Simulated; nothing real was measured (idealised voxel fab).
process module | voxel fin reveal
We display cut, a cross-section 180 nm in width whose square cells are each 5 nm.
Heads up, the way a cross-section reads in here is a grid of square cells, handed over as bands from the top down, with every band being one or more rows of cells. In this notation a band is specified by the heights of its top and bottom, in that order and in nm, after which its materials appear from left to right, each paired with its width in nm. The word "all across" attached to a single material means that material fills the band from edge to edge; the word "blank" stands for empty space. Zero point of the height axis is 0; under it, received wafer = one material. Lowest band: continues down indefinitely, "0 down". The width entry "30..40" should be interpreted row by row: the top row of cells in the band takes the first number, the bottom row takes the second number, and the change between adjacent rows is uniform throughout. "no alterations made" after a step means that no cell of the cross-section changed. If an empty space has no open way to the top and is at least 8 cells in size, "Enclosed voids" lists it, written width x height at distance, where distance is measured from the left edge and every value is in nm. That trailing text on a step's line, after the settings, is the simulator's own remark on the step. "overlay nm" on a masked step: distance the mask lay right of its planned place, negative for left.

### Below is the list of planned process steps
- 1: RECEIVE, material Si
- 2: CONFORMAL_DEP, material SiN, thk nm 10
- 3: DIRECTIONAL_DEP, material aC, thk nm 10
- 4: PATTERN, tone cover, mask id FINS, material resist, width nm 15, pitch nm 35, thk nm 30, overlay nm 0
- 5: DIRECTIONAL_ETCH, etch materials aC, depth nm 10
- 6: STRIP, etch materials resist
- 7: DIRECTIONAL_ETCH, etch materials SiN, depth nm 10
- 8: DIRECTIONAL_ETCH, etch materials Si, depth nm 40
- 9: STRIP, etch materials aC
- 10: FILL_DEP, material SiO2, thk nm 5
- 11: CMP, height nm 10
- 12: SELECTIVE_ETCH, etch materials SiO2, depth nm 25
- 13: STRIP, etch materials SiN
- 14: CONFORMAL_DEP, material SiO2, thk nm 5

### Cross-section of the wafer at receipt, which is the condition after step 1
> 0 down  Si all across
> Enclosed voids: none

### Here's the wafer cut in cross-section after the module, started and planned just like above, except one thing was done wrong in the run
> 0 to -15  45 nm blank | 15 nm Si | 20 nm blank | 15 nm Si | 20 nm blank | 15 nm Si | 50 nm blank
> -15 to -40  45 nm SiO2 | 15 nm Si | 20 nm SiO2 | 15 nm Si | 20 nm SiO2 | 15 nm Si | 50 nm SiO2
> -40 down  Si all across
> Enclosed voids: none
It is concluded that the wafer was processed incorrectly with respect to the plan, in that step 14 of the plan never got run, it was skipped over
